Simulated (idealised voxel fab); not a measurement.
voxel self aligned vias: a process module
Cross-sectional view cut (width: 140 nm; square cell size: 5 nm).
How to read a cross-section here: the picture is a grid of square cells, written as bands going from the top down, and any band can span one or more rows of cells.
In this notation a band is specified by the heights of its top and bottom, in that order and in nm, after which its materials appear from left to right, each paired with its width in nm. The word "all across" attached to a single material means that material fills the band from edge to edge; the word "blank" stands for empty space.
It should be noted that heights are counted from 0, beneath which the wafer as supplied is of one material throughout, and that the lowest band possesses no lower boundary but continues downward, as written in "from 0 down".
The two numbers in a width such as "30 to 40" mark its ends across the band: the first belongs to the top row of cells, the second to the bottom row, and from each row to the next the width moves by the same amount.
Any step labelled "changes: none" changed none of the cells in the cross-section.
Look at "Voids, sealed" for the closed voids: empty spaces with no open path to the top, sized 8 cells or up. Each is width x height at distance, distance from the left edge, all nm.
What comes after the settings on a step's line is commentary from the simulator itself on that step.
When a step includes a mask, the "overlay nm" setting on its line states how far to the right of its planned place that mask lay, and negative values state how far to the left.

Below is the list of planned process steps
1. RECEIVE | material Si
2. CONFORMAL_DEP | material SiO2 | thk nm 15
3. CONFORMAL_DEP | material SiCN | thk nm 5
4. DIRECTIONAL_DEP | material SiO2 | thk nm 30
5. DIRECTIONAL_DEP | material aC | thk nm 10
6. PATTERN | tone open | mask id LINES | material resist | width nm 25 | pitch nm 60 | thk nm 30 | overlay nm 0
7. DIRECTIONAL_ETCH | etch materials aC | depth nm 10
8. STRIP | etch materials resist
9. DIRECTIONAL_ETCH | etch materials SiO2 | depth nm 30
10. STRIP | etch materials aC
11. CONFORMAL_DEP | material TiN | thk nm 5
12. FILL_DEP | material W | thk nm 10
13. CMP | height nm 50
14. SELECTIVE_ETCH | etch materials W Ru TiN | depth nm 5
15. FILL_DEP | material SiN | thk nm 10
16. CMP | height nm 50
17. DIRECTIONAL_DEP | material SiO2 | thk nm 20
18. DIRECTIONAL_DEP | material aC | thk nm 15
19. PATTERN | tone open | mask id VIAS | material resist | width nm 35 | thk nm 35 | overlay nm 0
20. DIRECTIONAL_ETCH | etch materials aC | depth nm 15
21. STRIP | etch materials resist
22. DIRECTIONAL_ETCH | etch materials SiO2 | depth nm 20
23. DIRECTIONAL_ETCH | etch materials SiN | depth nm 5
24. STRIP | etch materials aC
25. CONFORMAL_DEP | material TiN | thk nm 5
26. FILL_DEP | material Ru | thk nm 10
27. CMP | height nm 70
28. CONFORMAL_DEP | material SiN | thk nm 5

So this is the incoming wafer in cross-section - it's already been through step 1
	from 0 down | Si all across
	Voids, sealed: none

first wafer at the end, as planned
	from 75 to 70 | SiN all across
	from 70 to 55 | SiO2 20; TiN 5; Ru 25; TiN 5; SiO2 85
	from 55 to 50 | SiO2 20; TiN 10; Ru 15; TiN 10; SiO2 85
	from 50 to 45 | SiO2 25; TiN 25; SiO2 35; SiN 25; SiO2 30
	from 45 to 25 | SiO2 25; TiN 5; W 15; TiN 5; SiO2 35; TiN 5; W 15; TiN 5; SiO2 30
	from 25 to 20 | SiO2 25; TiN 25; SiO2 35; TiN 25; SiO2 30
	from 20 to 15 | SiCN all across
	from 15 to 0 | SiO2 all across
	from 0 down | Si all across
	Voids, sealed: none

Cross-section, wafer two of two, end of module: same start and plan as wafer one, one error in execution
	from 75 to 70 | SiN all across
	from 70 to 50 | SiO2 20; TiN 5; Ru 25; TiN 5; SiO2 85
	from 50 to 45 | SiN 20; TiN 35; SiN 85
	from 45 to 40 | W all across
	from 40 to 35 | TiN 30; W 15; TiN 45; W 15; TiN 35
	from 35 to 10 | SiO2 25; TiN 5; W 15; TiN 5; SiO2 35; TiN 5; W 15; TiN 5; SiO2 30
	from 10 to 5 | SiO2 25; TiN 25; SiO2 35; TiN 25; SiO2 30
	from 5 to 0 | SiCN all across
	from 0 down | Si all across
	Voids, sealed: none
Short version of what went wrong: step 2 from the plan never happened, it was just skipped
Bottom line after processing is that, in cells, the second wafer is up or down on some materials versus the first: 2 more of Ru | 16 more of SiN | 84 fewer of SiO2 | 26 more of TiN | 40 more of W
